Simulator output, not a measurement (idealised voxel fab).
process module | voxel capacitor over wiring
cross-section cut | 225 nm wide | cells 5 nm
A cross-section is a grid of square cells, given in bands from the top down. A band is one or more rows of cells.
Each band's line starts with the height of the band's top and of its bottom, in nm. Then come its materials from left to right, each with its width in nm. One material with "throughout" fills the band from edge to edge. "air" is empty space.
Height 0 is the level under which the wafer as received is all one material. The lowest band goes on downwards, as in "0 down".
A width such as "30 to 40" changes by the same amount from each row of cells to the next, from the band's top row to its bottom row.
"no change" after a step means that no cell of the cross-section changed.
closed voids: empty space of 8 cells or more with no open way to the top, each as width x height at its distance from the left edge, in nm
after a step's settings: what the simulator itself notes on the step
overlay nm, on a step with a mask: how far to the right of its planned place the mask lay; to the left if negative
plan
1 op RECEIVE | material Si
2 op CONFORMAL_DEP | material SiO2 | thk nm 10
3 op CONFORMAL_DEP | material SiN | thk nm 5
4 op DIRECTIONAL_DEP | material SiO2 | thk nm 20
5 op DIRECTIONAL_DEP | material aC | thk nm 15
6 op PATTERN | tone open | mask id METAL_1 | material resist | width nm 25 | pitch nm 85 | thk nm 35 | overlay nm 0
7 op DIRECTIONAL_ETCH | etch materials aC | depth nm 15
8 op STRIP | etch materials resist
9 op DIRECTIONAL_ETCH | etch materials SiO2 | depth nm 20
10 op DIRECTIONAL_ETCH | etch materials SiN | depth nm 5
11 op STRIP | etch materials aC
12 op CONFORMAL_DEP | material TiN | thk nm 5
13 op FILL_DEP | material Cu | thk nm 10
14 op CMP | height nm 35
15 op CONFORMAL_DEP | material SiCN | thk nm 5
16 op DIRECTIONAL_DEP | material lowk | thk nm 20
17 op MASKED_ETCH | tone open | mask id PLUG_1 | width nm 15 | etch materials lowk | depth nm 20 | overlay nm 0
18 op MASKED_ETCH | tone open | mask id PLUG_1 | width nm 15 | etch materials SiCN | depth nm 5 | overlay nm 0
19 op CONFORMAL_DEP | material TiN | thk nm 5
20 op FILL_DEP | material W | thk nm 5
21 op CMP | height nm 60
22 op DIRECTIONAL_DEP | material TiN | thk nm 10
23 op DIRECTIONAL_DEP | material SiN | thk nm 5
24 op DIRECTIONAL_DEP | material TiN | thk nm 10
25 op PATTERN | tone cover | mask id UPPER_PLATE | material resist | width nm 65 | thk nm 20 | overlay nm 0
26 op DIRECTIONAL_ETCH | etch materials TiN | depth nm 10
27 op DIRECTIONAL_ETCH | etch materials SiN | depth nm 5
28 op STRIP | etch materials resist
29 op MASKED_ETCH | tone cover | mask id LOWER_PLATE | width nm 75 | etch materials TiN | depth nm 10 | overlay nm 0
30 op FILL_DEP | material SiO2 | thk nm 15
31 op CMP | height nm 95
32 op DIRECTIONAL_DEP | material aC | thk nm 10
33 op PATTERN | tone open | mask id PLUG_2 | material resist | width nm 15 | thk nm 25 | overlay nm 0
34 op DIRECTIONAL_ETCH | etch materials aC | depth nm 10
35 op STRIP | etch materials resist
36 op DIRECTIONAL_ETCH | etch materials SiO2 | depth nm 10
37 op STRIP | etch materials aC
38 op CONFORMAL_DEP | material TiN | thk nm 5
39 op FILL_DEP | material Cu | thk nm 10
40 op CMP | height nm 95
41 op CONFORMAL_DEP | material SiCN | thk nm 5
first wafer, as planned
as received, after step 1
  0 down: Si throughout
  closed voids: none
after step 2
  10 to 0: SiO2 throughout
  below 0: unchanged
after step 3
  15 to 10: SiN throughout
  below 10: unchanged
after step 4
  35 to 15: SiO2 throughout
  below 15: unchanged
after step 5
  50 to 35: aC throughout
  below 35: unchanged
after step 6
  85 to 50: resist 55 | air 25 | resist 60 | air 25 | resist 60
  below 50: unchanged
after step 7
  70 to 50: resist 55 | air 25 | resist 60 | air 25 | resist 60
  50 to 35: aC 55 | air 25 | aC 60 | air 25 | aC 60
  below 35: unchanged
after step 8
  50 to 35: aC 55 | air 25 | aC 60 | air 25 | aC 60
  below 35: unchanged
after step 9
  50 to 35: aC 55 | air 25 | aC 60 | air 25 | aC 60
  35 to 15: SiO2 55 | air 25 | SiO2 60 | air 25 | SiO2 60
  below 15: unchanged
after step 10
  50 to 35: aC 55 | air 25 | aC 60 | air 25 | aC 60
  35 to 15: SiO2 55 | air 25 | SiO2 60 | air 25 | SiO2 60
  15 to 10: SiN 55 | air 25 | SiN 60 | air 25 | SiN 60
  below 10: unchanged
after step 11
  35 to 15: SiO2 55 | air 25 | SiO2 60 | air 25 | SiO2 60
  below 15: unchanged
after step 12
  40 to 35: TiN 60 | air 15 | TiN 70 | air 15 | TiN 65
  35 to 15: SiO2 55 | TiN 5 | air 15 | TiN 5 | SiO2 60 | TiN 5 | air 15 | TiN 5 | SiO2 60
  15 to 10: SiN 55 | TiN 25 | SiN 60 | TiN 25 | SiN 60
  below 10: unchanged
after step 13
  50 to 40: Cu throughout
  40 to 35: TiN 60 | Cu 15 | TiN 70 | Cu 15 | TiN 65
  35 to 15: SiO2 55 | TiN 5 | Cu 15 | TiN 5 | SiO2 60 | TiN 5 | Cu 15 | TiN 5 | SiO2 60
  below 15: unchanged
after step 14
  35 to 15: SiO2 55 | TiN 5 | Cu 15 | TiN 5 | SiO2 60 | TiN 5 | Cu 15 | TiN 5 | SiO2 60
  below 15: unchanged
after step 15
  40 to 35: SiCN throughout
  below 35: unchanged
after step 16
  60 to 40: lowk throughout
  below 40: unchanged
after step 17
  60 to 40: lowk 65 | air 15 | lowk 145
  below 40: unchanged
after step 18
  60 to 40: lowk 65 | air 15 | lowk 145
  40 to 35: SiCN 65 | air 15 | SiCN 145
  below 35: unchanged
after step 19
  65 to 60: TiN 70 | air 5 | TiN 150
  60 to 40: lowk 65 | TiN 5 | air 5 | TiN 5 | lowk 145
  40 to 35: SiCN 65 | TiN 15 | SiCN 145
  below 35: unchanged
after step 20
  70 to 65: W throughout
  65 to 60: TiN 70 | W 5 | TiN 150
  60 to 40: lowk 65 | TiN 5 | W 5 | TiN 5 | lowk 145
  below 40: unchanged
after step 21
  60 to 40: lowk 65 | TiN 5 | W 5 | TiN 5 | lowk 145
  below 40: unchanged
after step 22
  70 to 60: TiN throughout
  below 60: unchanged
after step 23
  75 to 70: SiN throughout
  below 70: unchanged
after step 24
  85 to 75: TiN throughout
  below 75: unchanged
after step 25
  105 to 85: air 65 | resist 65 | air 95
  below 85: unchanged
after step 26
  105 to 85: air 65 | resist 65 | air 95
  85 to 75: air 65 | TiN 65 | air 95
  below 75: unchanged
after step 27
  105 to 85: air 65 | resist 65 | air 95
  85 to 75: air 65 | TiN 65 | air 95
  75 to 70: air 65 | SiN 65 | air 95
  below 70: unchanged
after step 28
  85 to 75: air 65 | TiN 65 | air 95
  below 75: unchanged
after step 29
  85 to 75: air 65 | TiN 65 | air 95
  75 to 70: air 65 | SiN 65 | air 95
  70 to 60: air 60 | TiN 75 | air 90
  below 60: unchanged
after step 30
  100 to 85: SiO2 throughout
  85 to 75: SiO2 65 | TiN 65 | SiO2 95
  75 to 70: SiO2 65 | SiN 65 | SiO2 95
  70 to 60: SiO2 60 | TiN 75 | SiO2 90
  below 60: unchanged
after step 31
  95 to 85: SiO2 throughout
  below 85: unchanged
after step 32
  105 to 95: aC throughout
  below 95: unchanged
after step 33
  130 to 105: resist 75 | air 15 | resist 135
  below 105: unchanged
after step 34
  120 to 105: resist 75 | air 15 | resist 135
  105 to 95: aC 75 | air 15 | aC 135
  below 95: unchanged
after step 35
  105 to 95: aC 75 | air 15 | aC 135
  below 95: unchanged
after step 36
  105 to 95: aC 75 | air 15 | aC 135
  95 to 85: SiO2 75 | air 15 | SiO2 135
  below 85: unchanged
after step 37
  95 to 85: SiO2 75 | air 15 | SiO2 135
  below 85: unchanged
after step 38
  100 to 95: TiN 80 | air 5 | TiN 140
  95 to 90: SiO2 75 | TiN 5 | air 5 | TiN 5 | SiO2 135
  90 to 85: SiO2 75 | TiN 15 | SiO2 135
  below 85: unchanged
after step 39
  110 to 100: Cu throughout
  100 to 95: TiN 80 | Cu 5 | TiN 140
  95 to 90: SiO2 75 | TiN 5 | Cu 5 | TiN 5 | SiO2 135
  below 90: unchanged
after step 40
  95 to 90: SiO2 75 | TiN 5 | Cu 5 | TiN 5 | SiO2 135
  below 90: unchanged
after step 41
  100 to 95: SiCN throughout
  below 95: unchanged
second wafer: like start, like plan, one mistake. Through step 21 it matches the first wafer
when step 22 should have ended
  70 to 60: W throughout
  below 60: unchanged
when step 23 should have ended
  75 to 70: SiN throughout
  below 70: unchanged
when step 24 should have ended
  85 to 75: TiN throughout
  below 75: unchanged
when step 25 should have ended
  105 to 85: air 65 | resist 65 | air 95
  below 85: unchanged
when step 26 should have ended
  105 to 85: air 65 | resist 65 | air 95
  85 to 75: air 65 | TiN 65 | air 95
  below 75: unchanged
when step 27 should have ended
  105 to 85: air 65 | resist 65 | air 95
  85 to 75: air 65 | TiN 65 | air 95
  75 to 70: air 65 | SiN 65 | air 95
  below 70: unchanged
when step 28 should have ended
  85 to 75: air 65 | TiN 65 | air 95
  below 75: unchanged
when step 29 should have ended: no change
when step 30 should have ended
  100 to 85: SiO2 throughout
  85 to 75: SiO2 65 | TiN 65 | SiO2 95
  75 to 70: SiO2 65 | SiN 65 | SiO2 95
  below 70: unchanged
when step 31 should have ended
  95 to 85: SiO2 throughout
  below 85: unchanged
when step 32 should have ended
  105 to 95: aC throughout
  below 95: unchanged
when step 33 should have ended
  130 to 105: resist 75 | air 15 | resist 135
  below 105: unchanged
when step 34 should have ended
  120 to 105: resist 75 | air 15 | resist 135
  105 to 95: aC 75 | air 15 | aC 135
  below 95: unchanged
when step 35 should have ended
  105 to 95: aC 75 | air 15 | aC 135
  below 95: unchanged
when step 36 should have ended
  105 to 95: aC 75 | air 15 | aC 135
  95 to 85: SiO2 75 | air 15 | SiO2 135
  below 85: unchanged
when step 37 should have ended
  95 to 85: SiO2 75 | air 15 | SiO2 135
  below 85: unchanged
when step 38 should have ended
  100 to 95: TiN 80 | air 5 | TiN 140
  95 to 90: SiO2 75 | TiN 5 | air 5 | TiN 5 | SiO2 135
  90 to 85: SiO2 75 | TiN 15 | SiO2 135
  below 85: unchanged
when step 39 should have ended
  110 to 100: Cu throughout
  100 to 95: TiN 80 | Cu 5 | TiN 140
  95 to 90: SiO2 75 | TiN 5 | Cu 5 | TiN 5 | SiO2 135
  below 90: unchanged
when step 40 should have ended
  95 to 90: SiO2 75 | TiN 5 | Cu 5 | TiN 5 | SiO2 135
  below 90: unchanged
when step 41 should have ended
  100 to 95: SiCN throughout
  below 95: unchanged
what went wrong: step 22 ran as: op DIRECTIONAL_DEP | material W | thk nm 10
at the end the second wafer has, in cells: 60 fewer of SiO2 | 30 fewer of TiN | 90 more of W
